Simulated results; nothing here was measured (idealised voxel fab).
Process module in this document: voxel double patterning
Each square cell in cross-section cut measures 5 nm, and the section as a whole is 200 nm wide.
When this document writes out a cross-section, it uses a grid of square cells and lists it as bands, beginning at the top and moving down, with a band standing for one or more rows of cells.
Heads up on the band format: heights come first, top then bottom, in nm. After that it's the materials left to right, each with its width in nm. A single material flagged "full width" fills the whole band edge to edge, and "empty" means there's empty space there.
All heights in this document are referenced to 0, defined as the level beneath which the wafer, as received, consists entirely of one material. The lowest band is not bounded below; it extends indefinitely downward and is written in the form "top 0, no bottom".
The two numbers in a width such as "30->40" mark its ends across the band: the first belongs to the top row of cells, the second to the bottom row, and from each row to the next the width moves by the same amount.
You'll sometimes find "remains unaltered" written for a step, and that's the way of saying that nowhere in the cross-section did a cell change during that step.
Enclosed voids (no open way to top), threshold 8 cells or more, entry "Sealed internal voids", notation width x height at distance, distance from left edge, nm.
It should be noted that, on the line of a given step, the content following the step's settings is a remark produced by the simulator itself with respect to that step.
Among the settings permitted on a step's line is "overlay nm"; applied to a step with a mask, it specifies the extent to which the mask lay to the right of its planned position, whereas a negative figure signifies a position to the left.
Set out below are the planned steps of the process
| 1 | RECEIVE [material Si] |
| 2 | CONFORMAL_DEP [material SiN] [thk nm 5] |
| 3 | DIRECTIONAL_DEP [material SiO2] [thk nm 20] |
| 4 | DIRECTIONAL_DEP [material SiCN] [thk nm 10] |
| 5 | DIRECTIONAL_DEP [material aC] [thk nm 10] |
| 6 | PATTERN [tone open] [mask id FIRST] [material resist] [width nm 15] [pitch nm 50] [thk nm 30] [overlay nm 0] |
| 7 | DIRECTIONAL_ETCH [etch materials aC] [depth nm 10] |
| 8 | STRIP [etch materials resist] |
| 9 | DIRECTIONAL_ETCH [etch materials SiCN] [depth nm 10] |
| 10 | STRIP [etch materials aC] |
| 11 | MASKED_ETCH [tone open] [mask id SECOND] [width nm 15] [etch materials SiCN] [depth nm 10] [overlay nm 0] |
| 12 | DIRECTIONAL_ETCH [etch materials SiO2] [depth nm 20] |
| 13 | STRIP [etch materials SiCN] |
First of two wafers, processed according to plan
Cross-section of the wafer as it came to us, i.e., already through step 1
top 0, no bottom  Si full width
Sealed internal voids: none
The wafer, seen in cross-section, after step 2
top 5, bottom 0  SiN full width
Beneath the level 0, the cross-section is identical to its previous state.
The wafer, seen in cross-section, after step 3
top 25, bottom 5  SiO2 full width
Beneath the level 5, the cross-section is identical to its previous state.
The wafer, seen in cross-section, after step 4
top 35, bottom 25  SiCN full width
Beneath the level 25, the cross-section is identical to its previous state.
The wafer, seen in cross-section, after step 5
top 45, bottom 35  aC full width
Beneath the level 35, the cross-section is identical to its previous state.
The wafer, seen in cross-section, after step 6
top 75, bottom 45  resist: 65; empty: 15; resist: 35; empty: 15; resist: 70
Beneath the level 45, the cross-section is identical to its previous state.
The wafer, seen in cross-section, after step 7
top 65, bottom 45  resist: 65; empty: 15; resist: 35; empty: 15; resist: 70
top 45, bottom 35  aC: 65; empty: 15; aC: 35; empty: 15; aC: 70
Beneath the level 35, the cross-section is identical to its previous state.
The wafer, seen in cross-section, after step 8
top 45, bottom 35  aC: 65; empty: 15; aC: 35; empty: 15; aC: 70
Beneath the level 35, the cross-section is identical to its previous state.
The wafer, seen in cross-section, after step 9
top 45, bottom 35  aC: 65; empty: 15; aC: 35; empty: 15; aC: 70
top 35, bottom 25  SiCN: 65; empty: 15; SiCN: 35; empty: 15; SiCN: 70
Beneath the level 25, the cross-section is identical to its previous state.
The wafer, seen in cross-section, after step 10
top 35, bottom 25  SiCN: 65; empty: 15; SiCN: 35; empty: 15; SiCN: 70
Beneath the level 25, the cross-section is identical to its previous state.
The wafer, seen in cross-section, after step 11
top 35, bottom 25  SiCN: 65; empty: 15; SiCN: 10; empty: 15; SiCN: 10; empty: 15; SiCN: 70
Beneath the level 25, the cross-section is identical to its previous state.
The wafer, seen in cross-section, after step 12
top 35, bottom 25  SiCN: 65; empty: 15; SiCN: 10; empty: 15; SiCN: 10; empty: 15; SiCN: 70
top 25, bottom 5  SiO2: 65; empty: 15; SiO2: 10; empty: 15; SiO2: 10; empty: 15; SiO2: 70
Beneath the level 5, the cross-section is identical to its previous state.
The wafer, seen in cross-section, after step 13
top 25, bottom 5  SiO2: 65; empty: 15; SiO2: 10; empty: 15; SiO2: 10; empty: 15; SiO2: 70
Beneath the level 5, the cross-section is identical to its previous state.
Second wafer. Start and plan as for the first. One mistake made in running. Agrees with the first up to and including step 1
Cross-sectional view of the second wafer at the intended end time of process step 2: remains unaltered
Cross-sectional view of the second wafer at the intended end time of process step 3
top 20, bottom 0  SiO2 full width
Beneath the level 0, the cross-section is identical to its previous state.
Cross-sectional view of the second wafer at the intended end time of process step 4
top 30, bottom 20  SiCN full width
Beneath the level 20, the cross-section is identical to its previous state.
Cross-sectional view of the second wafer at the intended end time of process step 5
top 40, bottom 30  aC full width
Beneath the level 30, the cross-section is identical to its previous state.
Cross-sectional view of the second wafer at the intended end time of process step 6
top 70, bottom 40  resist: 65; empty: 15; resist: 35; empty: 15; resist: 70
Beneath the level 40, the cross-section is identical to its previous state.
Cross-sectional view of the second wafer at the intended end time of process step 7
top 60, bottom 40  resist: 65; empty: 15; resist: 35; empty: 15; resist: 70
top 40, bottom 30  aC: 65; empty: 15; aC: 35; empty: 15; aC: 70
Beneath the level 30, the cross-section is identical to its previous state.
Cross-sectional view of the second wafer at the intended end time of process step 8
top 40, bottom 30  aC: 65; empty: 15; aC: 35; empty: 15; aC: 70
Beneath the level 30, the cross-section is identical to its previous state.
Cross-sectional view of the second wafer at the intended end time of process step 9
top 40, bottom 30  aC: 65; empty: 15; aC: 35; empty: 15; aC: 70
top 30, bottom 20  SiCN: 65; empty: 15; SiCN: 35; empty: 15; SiCN: 70
Beneath the level 20, the cross-section is identical to its previous state.
Cross-sectional view of the second wafer at the intended end time of process step 10
top 30, bottom 20  SiCN: 65; empty: 15; SiCN: 35; empty: 15; SiCN: 70
Beneath the level 20, the cross-section is identical to its previous state.
Cross-sectional view of the second wafer at the intended end time of process step 11
top 30, bottom 20  SiCN: 65; empty: 15; SiCN: 10; empty: 15; SiCN: 10; empty: 15; SiCN: 70
Beneath the level 20, the cross-section is identical to its previous state.
Cross-sectional view of the second wafer at the intended end time of process step 12
top 30, bottom 20  SiCN: 65; empty: 15; SiCN: 10; empty: 15; SiCN: 10; empty: 15; SiCN: 70
top 20, bottom 0  SiO2: 65; empty: 15; SiO2: 10; empty: 15; SiO2: 10; empty: 15; SiO2: 70
Beneath the level 0, the cross-section is identical to its previous state.
Cross-sectional view of the second wafer at the intended end time of process step 13
top 20, bottom 0  SiO2: 65; empty: 15; SiO2: 10; empty: 15; SiO2: 10; empty: 15; SiO2: 70
Beneath the level 0, the cross-section is identical to its previous state.
Deviation from plan: step 2 was dropped from the plan's execution and never run
Heads up, by the end the second wafer has more or fewer cells of some materials compared to the first: 40 fewer of SiN
